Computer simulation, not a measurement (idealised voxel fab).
process module | voxel transistor to metal
cross-section cut | 185 nm wide | cells 5 nm
A cross-section is a grid of square cells, given in bands from the top down. A band is one or more rows of cells.
Each band's line starts with the height of the band's top and of its bottom, in nm. Then come its materials from left to right, each with its width in nm. One material with "throughout" fills the band from edge to edge. "air" is empty space.
Height 0 is the level under which the wafer as received is all one material. The lowest band goes on downwards, as in "0 down".
A width such as "30 to 40" changes by the same amount from each row of cells to the next, from the band's top row to its bottom row.
"no change" after a step means that no cell of the cross-section changed.
closed voids: empty space of 8 cells or more with no open way to the top, each as width x height at its distance from the left edge, in nm
after a step's settings: what the simulator itself notes on the step
overlay nm, on a step with a mask: how far to the right of its planned place the mask lay; to the left if negative
plan
1 op RECEIVE | material Si
2 op CONFORMAL_DEP | material SiO2 | thk nm 5
3 op CONFORMAL_DEP | material SiN | thk nm 10
4 op DIRECTIONAL_DEP | material aC | thk nm 10
5 op PATTERN | tone cover | mask id ACTIVE | material resist | width nm 125 | thk nm 30 | overlay nm 0
6 op DIRECTIONAL_ETCH | etch materials aC | depth nm 10
7 op STRIP | etch materials resist
8 op DIRECTIONAL_ETCH | etch materials SiN | depth nm 10
9 op DIRECTIONAL_ETCH | etch materials SiO2 | depth nm 5
10 op DIRECTIONAL_ETCH | etch materials Si | depth nm 20
11 op STRIP | etch materials aC
12 op FILL_DEP | material SiO2 | thk nm 10
13 op CMP | height nm 15
14 op SELECTIVE_ETCH | etch materials SiO2 | depth nm 5
15 op STRIP | etch materials SiN
16 op SELECTIVE_ETCH | etch materials SiO2 | depth nm 5
17 op OXIDIZE | depth nm 5
18 op DIRECTIONAL_DEP | material polySi | thk nm 30
19 op DIRECTIONAL_DEP | material SiCN | thk nm 10
20 op MASKED_ETCH | tone cover | mask id GATE | width nm 35 | etch materials SiCN | depth nm 20 | overlay nm 0
21 op MASKED_ETCH | tone cover | mask id GATE | width nm 35 | etch materials polySi | depth nm 40 | overlay nm 0
22 op CONFORMAL_DEP | material SiN | thk nm 10
23 op DIRECTIONAL_ETCH | etch materials SiN | depth nm 10
24 op DIRECTIONAL_ETCH | etch materials SiO2 | depth nm 5
25 op DIRECTIONAL_ETCH | etch materials Si | depth nm 5
26 op EPI | material SiGe | thk nm 5
27 op FILL_DEP | material SiO2 | thk nm 5
28 op CMP | height nm 30
29 op STRIP | etch materials polySi
30 op SELECTIVE_ETCH | etch materials SiO2 | depth nm 5
31 op CONFORMAL_DEP | material HfO2 | thk nm 5
32 op CONFORMAL_DEP | material TiN | thk nm 5
33 op FILL_DEP | material W | thk nm 5
34 op CMP | height nm 25
35 op DIRECTIONAL_DEP | material SiO2 | thk nm 15
36 op MASKED_ETCH | tone open | mask id CONTACT | width nm 20 | pitch nm 95 | etch materials SiO2 | depth nm 45 | overlay nm 0
37 op CONFORMAL_DEP | material TiN | thk nm 5
38 op FILL_DEP | material Ru | thk nm 5
39 op CMP | height nm 40
40 op CONFORMAL_DEP | material SiN | thk nm 5
41 op DIRECTIONAL_DEP | material SiO2 | thk nm 15
42 op PATTERN | tone open | mask id METAL_1 | material resist | width nm 20 | pitch nm 95 | thk nm 15 | overlay nm 0
43 op DIRECTIONAL_ETCH | etch materials SiO2 | depth nm 15
44 op DIRECTIONAL_ETCH | etch materials SiN | depth nm 5
45 op STRIP | etch materials resist
46 op CONFORMAL_DEP | material TiN | thk nm 5
47 op FILL_DEP | material Cu | thk nm 10
48 op CMP | height nm 60
49 op CONFORMAL_DEP | material SiN | thk nm 5
as received, after step 1
  0 down: Si throughout
  closed voids: none
first wafer at the end, as planned
  65 to 60: SiN throughout
  60 to 45: SiO2 35 | TiN 5 | Cu 10 | TiN 5 | SiO2 75 | TiN 5 | Cu 10 | TiN 5 | SiO2 35
  45 to 40: SiN 35 | TiN 20 | SiN 75 | TiN 20 | SiN 35
  40 to 25: SiO2 35 | TiN 5 | Ru 10 | TiN 5 | SiO2 75 | TiN 5 | Ru 10 | TiN 5 | SiO2 35
  25 to 5: SiO2 35 | TiN 5 | Ru 10 | TiN 5 | SiO2 10 | SiN 10 | HfO2 5 | TiN 5 | W 15 | TiN 5 | HfO2 5 | SiN 10 | SiO2 10 | TiN 5 | Ru 10 | TiN 5 | SiO2 35
  5 to 0: SiO2 25 | SiN 10 | TiN 10 | Ru 5 | TiN 5 | SiO2 10 | SiN 10 | HfO2 5 | TiN 25 | HfO2 5 | SiN 10 | SiO2 10 | TiN 5 | Ru 5 | TiN 10 | SiN 10 | SiO2 25
  0 to -5: SiO2 35 | SiGe 5 | TiN 15 | SiO2 5 | SiGe 5 | SiO2 5 | HfO2 45 | SiO2 5 | SiGe 5 | SiO2 5 | TiN 15 | SiGe 5 | SiO2 35
  -5 to -10: SiO2 30 | Si 5 | SiGe 30 | Si 55 | SiGe 30 | Si 5 | SiO2 30
  -10 to -20: SiO2 30 | Si 125 | SiO2 30
  -20 down: Si throughout
  closed voids: none
second wafer at the end: like start, like plan, one mistake
  65 to 60: SiN throughout
  60 to 45: SiO2 35 | TiN 5 | Cu 10 | TiN 5 | SiO2 75 | TiN 5 | Cu 10 | TiN 5 | SiO2 35
  45 to 40: SiN 35 | TiN 20 | SiN 75 | TiN 20 | SiN 35
  40 to 25: SiO2 35 | TiN 5 | Ru 10 | TiN 5 | SiO2 75 | TiN 5 | Ru 10 | TiN 5 | SiO2 35
  25 to 10: SiO2 35 | TiN 5 | Ru 10 | TiN 5 | SiO2 10 | SiN 10 | HfO2 5 | TiN 5 | W 15 | TiN 5 | HfO2 5 | SiN 10 | SiO2 10 | TiN 5 | Ru 10 | TiN 5 | SiO2 35
  10 to 5: SiN 35 | TiN 20 | SiO2 10 | SiN 10 | HfO2 5 | TiN 5 | W 15 | TiN 5 | HfO2 5 | SiN 10 | SiO2 10 | TiN 20 | SiN 35
  5 to 0: SiO2 25 | SiN 50 | HfO2 5 | TiN 25 | HfO2 5 | SiN 50 | SiO2 25
  0 to -5: SiO2 70 | HfO2 45 | SiO2 70
  -5 to -20: SiO2 30 | Si 125 | SiO2 30
  -20 down: Si throughout
  closed voids: none
what went wrong: step 23 ran as: op DIRECTIONAL_ETCH | etch materials SiN | depth nm 5
at the end the second wafer has, in cells: 6 fewer of Ru | 12 more of Si | 16 fewer of SiGe | 26 more of SiN | 8 fewer of SiO2 | 8 fewer of TiN
